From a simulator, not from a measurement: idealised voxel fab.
The process module presented herein is designated voxel transistor to metal.
Cross-sectional view cut (width: 185 nm; square cell size: 5 nm).
Cross-section format: a grid of square cells, given as bands from top to bottom; each band is one or more rows of cells.
It is stipulated that each band's entry specify, in nanometres, the height of the top of the band and then that of its bottom, followed by the materials of the band in left-to-right sequence, each together with its width in nanometres. A single material marked by the word "edge to edge" is understood to fill the band from edge to edge; the word "blank" is understood to denote empty space.
The level at which height equals 0 is the one under which the wafer, as it arrives, is entirely one material. No lower edge exists for the bottom band, which continues downward and is notated as in "0 and below".
It should be noted that a width expressed as "30->40" varies in equal increments from row to row of cells within the band, taking the value of the first number at the top row and that of the second number at the bottom row.
The designation "no modification", where it is given for a processing step, indicates that no cell of the cross-section was altered in the course of that step.
So "Listed closed voids" is basically the list of trapped voids: any empty space of 8 cells or more that can't reach the top through an opening. They're written width x height at distance, the distance being from the left edge, and it's all nm.
The remark found on a step's line after its settings is issued by the simulator itself and pertains to that step.
overlay nm: step with mask; distance mask lay right of planned place; negative value = left of planned place.
### Planned step list for the process
1: RECEIVE: material Si
2: CONFORMAL_DEP: material SiO2, thk nm 5
3: CONFORMAL_DEP: material SiN, thk nm 10
4: MASKED_ETCH: tone cover, mask id ACTIVE, width nm 105, etch materials SiN, depth nm 10, overlay nm 0
5: MASKED_ETCH: tone cover, mask id ACTIVE, width nm 105, etch materials SiO2, depth nm 5, overlay nm 0
6: MASKED_ETCH: tone cover, mask id ACTIVE, width nm 105, etch materials Si, depth nm 20, overlay nm 0
7: OXIDIZE: depth nm 5
8: FILL_DEP: material SiO2, thk nm 5
9: CMP: height nm 15
10: SELECTIVE_ETCH: etch materials SiO2, depth nm 10
11: STRIP: etch materials SiN
12: SELECTIVE_ETCH: etch materials SiO2, depth nm 5
13: OXIDIZE: depth nm 5
14: DIRECTIONAL_DEP: material polySi, thk nm 25
15: DIRECTIONAL_DEP: material SiCN, thk nm 15
16: DIRECTIONAL_DEP: material aC, thk nm 10
17: PATTERN: tone cover, mask id GATE, material resist, width nm 15, thk nm 30, overlay nm 0
18: DIRECTIONAL_ETCH: etch materials aC, depth nm 10
19: STRIP: etch materials resist
20: DIRECTIONAL_ETCH: etch materials SiCN, depth nm 25
21: DIRECTIONAL_ETCH: etch materials polySi, depth nm 35
22: STRIP: etch materials aC
23: CONFORMAL_DEP: material SiO2, thk nm 5
24: DIRECTIONAL_ETCH: etch materials SiO2, depth nm 5
25: CONFORMAL_DEP: material SiN, thk nm 5
26: DIRECTIONAL_ETCH: etch materials SiN, depth nm 5
27: DIRECTIONAL_ETCH: etch materials SiO2, depth nm 5
28: DIRECTIONAL_ETCH: etch materials Si, depth nm 5
29: EPI: material pSi, thk nm 10
30: FILL_DEP: material SiO2, thk nm 10
31: CMP: height nm 40
32: DIRECTIONAL_DEP: material SiO2, thk nm 10
33: PATTERN: tone open, mask id CONTACT, material resist, width nm 20, pitch nm 75, thk nm 15, overlay nm 0
34: DIRECTIONAL_ETCH: etch materials SiO2, depth nm 50
35: STRIP: etch materials resist
36: CONFORMAL_DEP: material TiN, thk nm 5
37: FILL_DEP: material W, thk nm 10
38: CMP: height nm 50
39: DIRECTIONAL_DEP: material TiN, thk nm 5
40: DIRECTIONAL_DEP: material Ru, thk nm 25
41: DIRECTIONAL_DEP: material aC, thk nm 10
42: PATTERN: tone cover, mask id METAL_1, material resist, width nm 20, pitch nm 75, thk nm 30, overlay nm 0
43: DIRECTIONAL_ETCH: etch materials aC, depth nm 10
44: STRIP: etch materials resist
45: DIRECTIONAL_ETCH: etch materials Ru, depth nm 25
46: DIRECTIONAL_ETCH: etch materials TiN, depth nm 5
47: STRIP: etch materials aC
48: CONFORMAL_DEP: material SiN, thk nm 5
49: FILL_DEP: material lowk, thk nm 5
50: CMP: height nm 80
51: CONFORMAL_DEP: material SiCN, thk nm 5
### Wafer as received: cross-section following step 1
	0 and below: Si edge to edge
	Listed closed voids: none
### Cross-sectional view of the first of the two wafers upon completion of the module, processed in accordance with the plan
	85 down to 80: SiCN edge to edge
	80 down to 55: lowk 40, SiN 5, Ru 20, SiN 5, lowk 45, SiN 5, Ru 20, SiN 5, lowk 40
	55 down to 50: SiN 45, TiN 20, SiN 55, TiN 20, SiN 45
	50 down to 40: SiO2 45, TiN 5, W 10, TiN 5, SiO2 55, TiN 5, W 10, TiN 5, SiO2 45
	40 down to 25: SiO2 45, TiN 5, W 10, TiN 5, SiO2 10, SiN 5, SiO2 5, SiCN 15, SiO2 5, SiN 5, SiO2 10, TiN 5, W 10, TiN 5, SiO2 45
	25 down to 5: SiO2 45, TiN 5, W 10, TiN 5, SiO2 10, SiN 5, SiO2 5, polySi 15, SiO2 5, SiN 5, SiO2 10, TiN 5, W 10, TiN 5, SiO2 45
	5 down to 0: SiO2 45, TiN 20, pSi 10, SiN 5, SiO2 5, polySi 15, SiO2 5, SiN 5, pSi 10, TiN 20, SiO2 45
	0 down to -5: SiO2 40, pSi 35, SiO2 35, pSi 35, SiO2 40
	-5 down to -10: SiO2 45, pSi 30, Si 35, pSi 30, SiO2 45
	-10 down to -25: SiO2 45, Si 95, SiO2 45
	-25 and below: Si edge to edge
	Listed closed voids: none
### Wafer two, sectioned after the module: the first wafer's start, the first wafer's plan, and one mistake in how it was run
	85 down to 80: SiCN edge to edge
	80 down to 55: lowk 40, SiN 5, Ru 20, SiN 5, lowk 45, SiN 5, Ru 20, SiN 5, lowk 40
	55 down to 50: SiN 45, TiN 20, SiN 55, TiN 20, SiN 45
	50 down to 40: SiO2 45, TiN 5, W 10, TiN 5, SiO2 55, TiN 5, W 10, TiN 5, SiO2 45
	40 down to 35: SiO2 45, TiN 5, W 10, TiN 5, SiO2 20, SiCN 15, SiO2 20, TiN 5, W 10, TiN 5, SiO2 45
	35 down to 25: SiO2 45, TiN 5, W 10, TiN 5, SiO2 10, SiN 5, SiO2 5, SiCN 15, SiO2 5, SiN 5, SiO2 10, TiN 5, W 10, TiN 5, SiO2 45
	25 down to 5: SiO2 45, TiN 5, W 10, TiN 5, SiO2 10, SiN 5, SiO2 5, polySi 15, SiO2 5, SiN 5, SiO2 10, TiN 5, W 10, TiN 5, SiO2 45
	5 down to 0: SiO2 45, TiN 20, SiO2 10, SiN 5, SiO2 5, polySi 15, SiO2 5, SiN 5, SiO2 10, TiN 20, SiO2 45
	0 down to -5: SiO2 edge to edge
	-5 down to -25: SiO2 45, Si 95, SiO2 45
	-25 and below: Si edge to edge
	Listed closed voids: none
Finding, execution versus plan: step 27 went in with a setting other than planned; the actual run was DIRECTIONAL_ETCH: etch materials SiN, depth nm 5
The final cell counts differ between the wafers, with the second having more or fewer of some materials than the first: Si: 12 more | SiN: 2 fewer | SiO2: 20 more | pSi: 30 fewer
